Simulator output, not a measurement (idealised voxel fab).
Module name: voxel transistor to metal (process module)
Shown is cross-section cut, with a width of 180 nm and square cells of size 5 nm.
Cross-section format: a grid of square cells, given as bands from top to bottom; each band is one or more rows of cells. Band entry format. Leading values: height of top, height of bottom, nm. Remainder: materials in left-to-right order, each with its width in nm. Special words: "everywhere" on a single material, which then fills the band edge to edge; "air", empty space. Counting heights begins at 0, where everything beneath is, in the wafer as received, one material. The lowest band has no bottom; it goes on downwards, as "0 -> down" shows. Graded width ("30 to 40"): value in top row of band = first number; value in bottom row = second number; row-to-row change constant. Where the words "no change" appear for a step, the cross-section shows no cell changed by that step; every cell remained as before. What "Closed internal cavities" gives you is every empty space of 8 cells or more that is cut off from the top. Each appears as width x height at distance, with the distance taken from the left edge and width, height and distance all in nm. Where a step's line continues beyond its settings, the continuation is a remark by the simulator itself on that step. overlay nm: right-of-plan distance of the mask on a masked step; negative values mean left-of-plan.

## Process steps foreseen in the plan
| 1 | RECEIVE,material Si |
| 2 | CONFORMAL_DEP,material SiO2,thk nm 5 |
| 3 | CONFORMAL_DEP,material SiN,thk nm 10 |
| 4 | MASKED_ETCH,tone cover,mask id ACTIVE,width nm 115,etch materials SiN,depth nm 10,overlay nm -15 |
| 5 | MASKED_ETCH,tone cover,mask id ACTIVE,width nm 115,etch materials SiO2,depth nm 5,overlay nm 0 |
| 6 | MASKED_ETCH,tone cover,mask id ACTIVE,width nm 115,etch materials Si,depth nm 30,overlay nm 0 |
| 7 | OXIDIZE,depth nm 5 |
| 8 | FILL_DEP,material SiO2,thk nm 10 |
| 9 | CMP,height nm 15 |
| 10 | SELECTIVE_ETCH,etch materials SiO2,depth nm 5 |
| 11 | STRIP,etch materials SiN |
| 12 | SELECTIVE_ETCH,etch materials SiO2,depth nm 5 |
| 13 | OXIDIZE,depth nm 5 |
| 14 | DIRECTIONAL_DEP,material polySi,thk nm 30 |
| 15 | DIRECTIONAL_DEP,material SiCN,thk nm 15 |
| 16 | MASKED_ETCH,tone cover,mask id GATE,width nm 25,etch materials SiCN,depth nm 25,overlay nm 0 |
| 17 | MASKED_ETCH,tone cover,mask id GATE,width nm 25,etch materials polySi,depth nm 40,overlay nm 0 |
| 18 | CONFORMAL_DEP,material SiO2,thk nm 5 |
| 19 | DIRECTIONAL_ETCH,etch materials SiO2,depth nm 5 |
| 20 | CONFORMAL_DEP,material SiN,thk nm 10 |
| 21 | DIRECTIONAL_ETCH,etch materials SiN,depth nm 10 |
| 22 | DIRECTIONAL_ETCH,etch materials SiO2,depth nm 5 |
| 23 | EPI,material SiGe,thk nm 5 |
| 24 | FILL_DEP,material SiO2,thk nm 5 |
| 25 | CMP,height nm 45 |
| 26 | DIRECTIONAL_DEP,material SiO2,thk nm 10 |
| 27 | PATTERN,tone open,mask id CONTACT,material resist,width nm 35,pitch nm 70,thk nm 15,overlay nm 0 |
| 28 | DIRECTIONAL_ETCH,etch materials SiO2,depth nm 55 |
| 29 | STRIP,etch materials resist |
| 30 | CONFORMAL_DEP,material TiN,thk nm 5 |
| 31 | FILL_DEP,material Ru,thk nm 10 |
| 32 | CMP,height nm 55 |
| 33 | CONFORMAL_DEP,material SiCN,thk nm 5 |
| 34 | DIRECTIONAL_DEP,material SiO2,thk nm 25 |
| 35 | PATTERN,tone open,mask id METAL_1,material resist,width nm 20,pitch nm 85,thk nm 15,overlay nm 0 |
| 36 | DIRECTIONAL_ETCH,etch materials SiO2,depth nm 25 |
| 37 | DIRECTIONAL_ETCH,etch materials SiCN,depth nm 5 |
| 38 | STRIP,etch materials resist |
| 39 | CONFORMAL_DEP,material TiN,thk nm 5 |
| 40 | FILL_DEP,material Ru,thk nm 5 |
| 41 | CMP,height nm 85 |
| 42 | CONFORMAL_DEP,material SiCN,thk nm 5 |
| 43 | DIRECTIONAL_DEP,material lowk,thk nm 30 |
| 44 | PATTERN,tone open,mask id METAL_2,material resist,width nm 20,pitch nm 85,thk nm 15,overlay nm 0 |
| 45 | DIRECTIONAL_ETCH,etch materials lowk,depth nm 15 |
| 46 | STRIP,etch materials resist |
| 47 | DIRECTIONAL_DEP,material aC,thk nm 10 |
| 48 | PATTERN,tone open,mask id METAL_2_HOLES,material resist,width nm 15,pitch nm 85,thk nm 25,overlay nm 0 |
| 49 | DIRECTIONAL_ETCH,etch materials aC,depth nm 10 |
| 50 | STRIP,etch materials resist |
| 51 | DIRECTIONAL_ETCH,etch materials lowk,depth nm 15 |
| 52 | DIRECTIONAL_ETCH,etch materials SiCN,depth nm 5 |
| 53 | STRIP,etch materials aC |
| 54 | CONFORMAL_DEP,material TiN,thk nm 5 |
| 55 | FILL_DEP,material Ru,thk nm 5 |
| 56 | CMP,height nm 120 |
| 57 | CONFORMAL_DEP,material SiCN,thk nm 5 |
The overlay nm used in step 4 is not the same on every wafer, whereas the starting condition is; the value printed in the plan is the first wafer's.

## first wafer as received, after step 1
    0 -> down | Si everywhere
    Closed internal cavities: none

## Shown in cross-section: the first of several wafers at the end of the module, after its last step, step 57
    125 -> 120 | SiCN everywhere
    120 -> 110 | lowk: 35; TiN: 5; Ru: 10; TiN: 5; lowk: 65; TiN: 5; Ru: 10; TiN: 5; lowk: 40
    110 -> 105 | lowk: 35; TiN: 5; Ru: 5; TiN: 10; lowk: 65; TiN: 5; Ru: 5; TiN: 10; lowk: 40
    105 -> 90 | lowk: 35; TiN: 5; Ru: 5; TiN: 5; lowk: 70; TiN: 5; Ru: 5; TiN: 5; lowk: 45
    90 -> 85 | SiCN: 35; TiN: 15; SiCN: 70; TiN: 15; SiCN: 45
    85 -> 60 | SiO2: 35; TiN: 5; Ru: 10; TiN: 5; SiO2: 65; TiN: 5; Ru: 10; TiN: 5; SiO2: 40
    60 -> 55 | SiCN: 35; TiN: 20; SiCN: 65; TiN: 20; SiCN: 40
    55 -> 45 | SiO2: 35; TiN: 5; Ru: 25 to 15; TiN: 5 to 15; SiO2: 35; TiN: 5 to 15; Ru: 25 to 15; TiN: 5; SiO2: 40
    45 -> 30 | SiO2: 35; TiN: 5; Ru: 15; TiN: 5; SiN: 10; SiO2: 5; SiCN: 25; SiO2: 5; SiN: 10; TiN: 5; Ru: 15; TiN: 5; SiO2: 40
    30 -> 10 | SiO2: 35; TiN: 5; Ru: 15; TiN: 5; SiN: 10; SiO2: 5; polySi: 25; SiO2: 5; SiN: 10; TiN: 5; Ru: 15; TiN: 5; SiO2: 40
    10 -> 5 | SiO2: 35; TiN: 5; Ru: 15; TiN: 5; SiN: 10; SiO2: 5; polySi: 25; SiO2: 5; SiN: 10; TiN: 25; SiO2: 40
    5 -> 0 | SiO2: 15; SiN: 10; SiO2: 10; TiN: 25; SiN: 10; SiO2: 5; polySi: 25; SiO2: 5; SiN: 10; TiN: 5; SiN: 10; TiN: 10; SiO2: 40
    0 -> -5 | SiO2: 25; SiGe: 35; SiO2: 55; SiGe: 5; SiO2: 60
    -5 -> -35 | SiO2: 20; Si: 120; SiO2: 40
    -35 -> down | Si everywhere
    Closed internal cavities: none

## Last wafer of the set, cross-sectioned at end of module
    125 -> 120 | SiCN everywhere
    120 -> 110 | lowk: 35; TiN: 5; Ru: 10; TiN: 5; lowk: 65; TiN: 5; Ru: 10; TiN: 5; lowk: 40
    110 -> 105 | lowk: 35; TiN: 5; Ru: 5; TiN: 10; lowk: 65; TiN: 5; Ru: 5; TiN: 10; lowk: 40
    105 -> 90 | lowk: 35; TiN: 5; Ru: 5; TiN: 5; lowk: 70; TiN: 5; Ru: 5; TiN: 5; lowk: 45
    90 -> 85 | SiCN: 35; TiN: 15; SiCN: 70; TiN: 15; SiCN: 45
    85 -> 60 | SiO2: 35; TiN: 5; Ru: 10; TiN: 5; SiO2: 65; TiN: 5; Ru: 10; TiN: 5; SiO2: 40
    60 -> 55 | SiCN: 35; TiN: 20; SiCN: 65; TiN: 20; SiCN: 40
    55 -> 45 | SiO2: 35; TiN: 5; Ru: 25 to 15; TiN: 5 to 15; SiO2: 35; TiN: 5 to 15; Ru: 25 to 15; TiN: 5; SiO2: 40
    45 -> 30 | SiO2: 35; TiN: 5; Ru: 15; TiN: 5; SiN: 10; SiO2: 5; SiCN: 25; SiO2: 5; SiN: 10; TiN: 5; Ru: 15; TiN: 5; SiO2: 40
    30 -> 10 | SiO2: 35; TiN: 5; Ru: 15; TiN: 5; SiN: 10; SiO2: 5; polySi: 25; SiO2: 5; SiN: 10; TiN: 5; Ru: 15; TiN: 5; SiO2: 40
    10 -> 5 | SiO2: 35; TiN: 25; SiN: 10; SiO2: 5; polySi: 25; SiO2: 5; SiN: 10; TiN: 5; Ru: 15; TiN: 5; SiO2: 40
    5 -> 0 | SiO2: 35; TiN: 10; SiN: 10; TiN: 5; SiN: 10; SiO2: 5; polySi: 25; SiO2: 5; SiN: 10; TiN: 25; SiO2: 10; SiN: 10; SiO2: 20
    0 -> -5 | SiO2: 55; SiGe: 5; SiO2: 55; SiGe: 35; SiO2: 30
    -5 -> -35 | SiO2: 35; Si: 120; SiO2: 25
    -35 -> down | Si everywhere
    Closed internal cavities: none

## Take any row and you have a wafer at the end of the module: how many cells of each material it has gained (+) or lost (-) since it was received, and then its closed voids
overlay nm -15 | +97 Ru | -108 Si | +109 SiCN | +8 SiGe | +40 SiN | +435 SiO2 | +115 TiN | +174 lowk | +30 polySi | Closed internal cavities: none
overlay nm -10 | +97 Ru | -114 Si | +109 SiCN | +8 SiGe | +40 SiN | +441 SiO2 | +115 TiN | +174 lowk | +30 polySi | Closed internal cavities: none
overlay nm -5 | +98 Ru | -120 Si | +109 SiCN | +8 SiGe | +40 SiN | +447 SiO2 | +114 TiN | +174 lowk | +30 polySi | Closed internal cavities: none
overlay nm 0 | +98 Ru | -126 Si | +109 SiCN | +8 SiGe | +40 SiN | +453 SiO2 | +114 TiN | +174 lowk | +30 polySi | Closed internal cavities: none
overlay nm 5 | +98 Ru | -120 Si | +109 SiCN | +8 SiGe | +40 SiN | +447 SiO2 | +114 TiN | +174 lowk | +30 polySi | Closed internal cavities: none
overlay nm 10 | +97 Ru | -114 Si | +109 SiCN | +8 SiGe | +40 SiN | +441 SiO2 | +115 TiN | +174 lowk | +30 polySi | Closed internal cavities: none
overlay nm 15 | +97 Ru | -108 Si | +109 SiCN | +8 SiGe | +40 SiN | +435 SiO2 | +115 TiN | +174 lowk | +30 polySi | Closed internal cavities: none
